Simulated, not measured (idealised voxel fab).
Module name: voxel transistor to metal (process module)
We display cut, a cross-section 295 nm in width whose square cells are each 5 nm.
Cross-section layout: square cells on a grid; listed as bands, top to bottom; a band spans one or more cell rows.
Quick guide to a band line: top height, bottom height (nm) up front; then every material left to right with its width in nm. Only one material and it's marked "everywhere"? Then it fills the band edge to edge. And "empty" just means empty space.
The reference from which all heights are counted is 0, the level beneath which the as-received wafer is entirely one material; the lowest band, having no lower bound, proceeds downward and is written after the example "0 and below".
Width "30..40": first value at the band's top row of cells, second value at its bottom row, equal change from row to row.
You'll sometimes find "no alterations made" written for a step, and that's the way of saying that nowhere in the cross-section did a cell change during that step.
Reported under the label "Trapped void list" are the empty spaces having no open way to the top and comprising 8 cells or more; the notation for each is width x height at distance, in which the distance is measured from the left edge and all three values are in nm.
On each step's line, the part that comes after the settings is the simulator's own comment on the step.
overlay nm: for a step with a mask, the amount by which the mask lay right of where it was planned; a negative amount means left of it.
[Planned step list for the process]
| 1 | RECEIVE: material Si |
| 2 | CONFORMAL_DEP: material SiO2, thk nm 5 |
| 3 | CONFORMAL_DEP: material SiN, thk nm 15 |
| 4 | MASKED_ETCH: tone cover, mask id ACTIVE, width nm 110, pitch nm 130, etch materials SiN, depth nm 15, overlay nm 0 |
| 5 | MASKED_ETCH: tone cover, mask id ACTIVE, width nm 110, pitch nm 130, etch materials SiO2, depth nm 5, overlay nm 0 |
| 6 | MASKED_ETCH: tone cover, mask id ACTIVE, width nm 110, pitch nm 130, etch materials Si, depth nm 30, overlay nm 0 |
| 7 | FILL_DEP: material SiO2, thk nm 10 |
| 8 | CMP: height nm 20 |
| 9 | SELECTIVE_ETCH: etch materials SiO2, depth nm 15 |
| 10 | STRIP: etch materials SiN |
| 11 | SELECTIVE_ETCH: etch materials SiO2, depth nm 5 |
| 12 | OXIDIZE: depth nm 5 |
| 13 | DIRECTIONAL_DEP: material polySi, thk nm 30 |
| 14 | DIRECTIONAL_DEP: material SiCN, thk nm 10 |
| 15 | DIRECTIONAL_DEP: material aC, thk nm 10 |
| 16 | PATTERN: tone cover, mask id GATE, material resist, width nm 20, pitch nm 130, thk nm 25, overlay nm 0 |
| 17 | DIRECTIONAL_ETCH: etch materials aC, depth nm 10 |
| 18 | STRIP: etch materials resist |
| 19 | DIRECTIONAL_ETCH: etch materials SiCN, depth nm 20 |
| 20 | DIRECTIONAL_ETCH: etch materials polySi, depth nm 40 |
| 21 | STRIP: etch materials aC |
| 22 | CONFORMAL_DEP: material SiO2, thk nm 5 |
| 23 | DIRECTIONAL_ETCH: etch materials SiO2, depth nm 5 |
| 24 | CONFORMAL_DEP: material SiN, thk nm 5 |
| 25 | DIRECTIONAL_ETCH: etch materials SiN, depth nm 5 |
| 26 | DIRECTIONAL_ETCH: etch materials SiO2, depth nm 5 |
| 27 | EPI: material SiGe, thk nm 5 |
| 28 | FILL_DEP: material SiO2, thk nm 5 |
| 29 | CMP: height nm 40 |
| 30 | DIRECTIONAL_DEP: material SiO2, thk nm 15 |
| 31 | DIRECTIONAL_DEP: material aC, thk nm 10 |
| 32 | PATTERN: tone open, mask id CONTACT, material resist, width nm 20, thk nm 30, overlay nm 0 |
| 33 | DIRECTIONAL_ETCH: etch materials aC, depth nm 10 |
| 34 | STRIP: etch materials resist |
| 35 | DIRECTIONAL_ETCH: etch materials SiO2, depth nm 55 |
| 36 | STRIP: etch materials aC |
| 37 | CONFORMAL_DEP: material TiN, thk nm 5 |
| 38 | FILL_DEP: material Ru, thk nm 5 |
| 39 | CMP: height nm 55 |
| 40 | CONFORMAL_DEP: material SiN, thk nm 5 |
| 41 | DIRECTIONAL_DEP: material lowk, thk nm 25 |
| 42 | DIRECTIONAL_DEP: material aC, thk nm 15 |
| 43 | PATTERN: tone open, mask id METAL_1, material resist, width nm 20, thk nm 35, overlay nm 0 |
| 44 | DIRECTIONAL_ETCH: etch materials aC, depth nm 15 |
| 45 | STRIP: etch materials resist |
| 46 | DIRECTIONAL_ETCH: etch materials lowk, depth nm 25 |
| 47 | DIRECTIONAL_ETCH: etch materials SiN, depth nm 5 |
| 48 | STRIP: etch materials aC |
| 49 | CONFORMAL_DEP: material TiN, thk nm 5 |
| 50 | FILL_DEP: material W, thk nm 10 |
| 51 | CMP: height nm 85 |
| 52 | EPI: material Ru, thk nm 5 |
| 53 | FILL_DEP: material SiCN, thk nm 5 |
| 54 | DIRECTIONAL_DEP: material SiO2, thk nm 25 |
| 55 | DIRECTIONAL_DEP: material aC, thk nm 10 |
| 56 | PATTERN: tone open, mask id METAL_2, material resist, width nm 20, pitch nm 130, thk nm 25, overlay nm 0 |
| 57 | DIRECTIONAL_ETCH: etch materials aC, depth nm 10 |
| 58 | STRIP: etch materials resist |
| 59 | DIRECTIONAL_ETCH: etch materials SiO2, depth nm 15 |
| 60 | STRIP: etch materials aC |
| 61 | DIRECTIONAL_DEP: material aC, thk nm 10 |
| 62 | PATTERN: tone open, mask id METAL_2_HOLES, material resist, width nm 15, pitch nm 130, thk nm 25, overlay nm 0 |
| 63 | DIRECTIONAL_ETCH: etch materials aC, depth nm 10 |
| 64 | STRIP: etch materials resist |
| 65 | DIRECTIONAL_ETCH: etch materials SiO2, depth nm 10 |
| 66 | DIRECTIONAL_ETCH: etch materials SiCN, depth nm 5 |
| 67 | STRIP: etch materials aC |
| 68 | CONFORMAL_DEP: material TiN, thk nm 5 |
| 69 | FILL_DEP: material Cu, thk nm 10 |
| 70 | CMP: height nm 120 |
| 71 | CONFORMAL_DEP: material SiCN, thk nm 5 |
[Incoming wafer in cross-section (state: after step 1)]
  0 and below | Si everywhere
  Trapped void list: none
[First of two wafers, end-of-module section, run followed plan]
  125 down to 120 | SiCN everywhere
  120 down to 110 | 30 SiO2 | 5 TiN | 10 Cu | 5 TiN | 110 SiO2 | 5 TiN | 10 Cu | 5 TiN | 115 SiO2
  110 down to 105 | 30 SiO2 | 5 TiN | 5 Cu | 10 TiN | 110 SiO2 | 5 TiN | 5 Cu | 10 TiN | 115 SiO2
  105 down to 95 | 30 SiO2 | 5 TiN | 5 Cu | 5 TiN | 115 SiO2 | 5 TiN | 5 Cu | 5 TiN | 120 SiO2
  95 down to 90 | 30 SiCN | 15 TiN | 115 SiCN | 15 TiN | 120 SiCN
  90 down to 85 | 25 SiCN | 30 Ru | 50 SiCN | 30 Ru | 20 SiCN | 30 Ru | 50 SiCN | 30 Ru | 30 SiCN
  85 down to 60 | 30 lowk | 5 TiN | 10 W | 5 TiN | 60 lowk | 5 TiN | 10 W | 5 TiN | 30 lowk | 5 TiN | 10 W | 5 TiN | 60 lowk | 5 TiN | 10 W | 5 TiN | 35 lowk
  60 down to 55 | 30 SiN | 20 TiN | 60 SiN | 20 TiN | 30 SiN | 20 TiN | 60 SiN | 20 TiN | 35 SiN
  55 down to 40 | 30 SiO2 | 5 TiN | 10 Ru | 5 TiN | 60 SiO2 | 5 TiN | 10 Ru | 5 TiN | 30 SiO2 | 5 TiN | 10 Ru | 5 TiN | 60 SiO2 | 5 TiN | 10 Ru | 5 TiN | 35 SiO2
  40 down to 30 | 30 SiO2 | 5 TiN | 10 Ru | 5 TiN | 10 SiO2 | 5 SiN | 5 SiO2 | 20 SiCN | 5 SiO2 | 5 SiN | 10 SiO2 | 5 TiN | 10 Ru | 5 TiN | 30 SiO2 | 5 TiN | 10 Ru | 5 TiN | 10 SiO2 | 5 SiN | 5 SiO2 | 20 SiCN | 5 SiO2 | 5 SiN | 10 SiO2 | 5 TiN | 10 Ru | 5 TiN | 35 SiO2
  30 down to 5 | 30 SiO2 | 5 TiN | 10 Ru | 5 TiN | 10 SiO2 | 5 SiN | 5 SiO2 | 20 polySi | 5 SiO2 | 5 SiN | 10 SiO2 | 5 TiN | 10 Ru | 5 TiN | 30 SiO2 | 5 TiN | 10 Ru | 5 TiN | 10 SiO2 | 5 SiN | 5 SiO2 | 20 polySi | 5 SiO2 | 5 SiN | 10 SiO2 | 5 TiN | 10 Ru | 5 TiN | 35 SiO2
  5 down to 0 | 30 SiO2 | 20 TiN | 10 SiO2 | 5 SiN | 5 SiO2 | 20 polySi | 5 SiO2 | 5 SiN | 10 SiO2 | 20 TiN | 30 SiO2 | 20 TiN | 10 SiO2 | 5 SiN | 5 SiO2 | 20 polySi | 5 SiO2 | 5 SiN | 10 SiO2 | 20 TiN | 35 SiO2
  0 down to -5 | 20 SiO2 | 40 SiGe | 40 SiO2 | 40 SiGe | 10 SiO2 | 40 SiGe | 40 SiO2 | 40 SiGe | 25 SiO2
  -5 down to -30 | 25 SiO2 | 110 Si | 20 SiO2 | 110 Si | 30 SiO2
  -30 and below | Si everywhere
  Trapped void list: none
[Cross-section at end of module for the second wafer of two, which matched the first in starting point and plan and differed by one mistake in its processing]
  125 down to 120 | SiCN everywhere
  120 down to 110 | 30 SiO2 | 5 TiN | 10 Cu | 5 TiN | 110 SiO2 | 5 TiN | 10 Cu | 5 TiN | 115 SiO2
  110 down to 105 | 30 SiO2 | 5 TiN | 5 Cu | 10 TiN | 110 SiO2 | 5 TiN | 5 Cu | 10 TiN | 115 SiO2
  105 down to 95 | 30 SiO2 | 5 TiN | 5 Cu | 5 TiN | 115 SiO2 | 5 TiN | 5 Cu | 5 TiN | 120 SiO2
  95 down to 90 | 30 SiCN | 15 TiN | 115 SiCN | 15 TiN | 120 SiCN
  90 down to 85 | 25 SiCN | 30 Ru | 50 SiCN | 30 Ru | 20 SiCN | 30 Ru | 50 SiCN | 30 Ru | 30 SiCN
  85 down to 60 | 30 lowk | 5 TiN | 10 W | 5 TiN | 60 lowk | 5 TiN | 10 W | 5 TiN | 30 lowk | 5 TiN | 10 W | 5 TiN | 60 lowk | 5 TiN | 10 W | 5 TiN | 35 lowk
  60 down to 55 | 30 SiN | 20 TiN | 60 SiN | 20 TiN | 30 SiN | 20 TiN | 60 SiN | 20 TiN | 35 SiN
  55 down to 40 | 30 SiO2 | 5 TiN | 10 Ru | 5 TiN | 60 SiO2 | 5 TiN | 10 Ru | 5 TiN | 30 SiO2 | 5 TiN | 10 Ru | 5 TiN | 60 SiO2 | 5 TiN | 10 Ru | 5 TiN | 35 SiO2
  40 down to 30 | 30 SiO2 | 5 TiN | 10 Ru | 5 TiN | 10 SiO2 | 5 SiN | 5 SiO2 | 20 SiCN | 5 SiO2 | 5 SiN | 10 SiO2 | 5 TiN | 10 Ru | 5 TiN | 30 SiO2 | 5 TiN | 10 Ru | 5 TiN | 10 SiO2 | 5 SiN | 5 SiO2 | 20 SiCN | 5 SiO2 | 5 SiN | 10 SiO2 | 5 TiN | 10 Ru | 5 TiN | 35 SiO2
  30 down to 20 | 30 SiO2 | 5 TiN | 10 Ru | 5 TiN | 10 SiO2 | 5 SiN | 5 SiO2 | 20 polySi | 5 SiO2 | 5 SiN | 10 SiO2 | 5 TiN | 10 Ru | 5 TiN | 30 SiO2 | 5 TiN | 10 Ru | 5 TiN | 10 SiO2 | 5 SiN | 5 SiO2 | 20 polySi | 5 SiO2 | 5 SiN | 10 SiO2 | 5 TiN | 10 Ru | 5 TiN | 35 SiO2
  20 down to 15 | 30 SiO2 | 20 TiN | 10 SiO2 | 5 SiN | 5 SiO2 | 20 polySi | 5 SiO2 | 5 SiN | 10 SiO2 | 20 TiN | 30 SiO2 | 20 TiN | 10 SiO2 | 5 SiN | 5 SiO2 | 20 polySi | 5 SiO2 | 5 SiN | 10 SiO2 | 20 TiN | 35 SiO2
  15 down to 0 | 60 SiO2 | 5 SiN | 5 SiO2 | 20 polySi | 5 SiO2 | 5 SiN | 90 SiO2 | 5 SiN | 5 SiO2 | 20 polySi | 5 SiO2 | 5 SiN | 65 SiO2
  0 down to -5 | 20 SiO2 | 40 SiGe | 40 SiO2 | 40 SiGe | 10 SiO2 | 40 SiGe | 40 SiO2 | 40 SiGe | 25 SiO2
  -5 down to -30 | 25 SiO2 | 110 Si | 20 SiO2 | 110 Si | 30 SiO2
  -30 and below | Si everywhere
  Trapped void list: none
Where did the run depart from the plan? plan step 30 ran twice
Upon completion, the second wafer contains, in terms of cells, a greater or smaller amount of certain materials than the first wafer: -24 Ru, +48 SiO2, -24 TiN
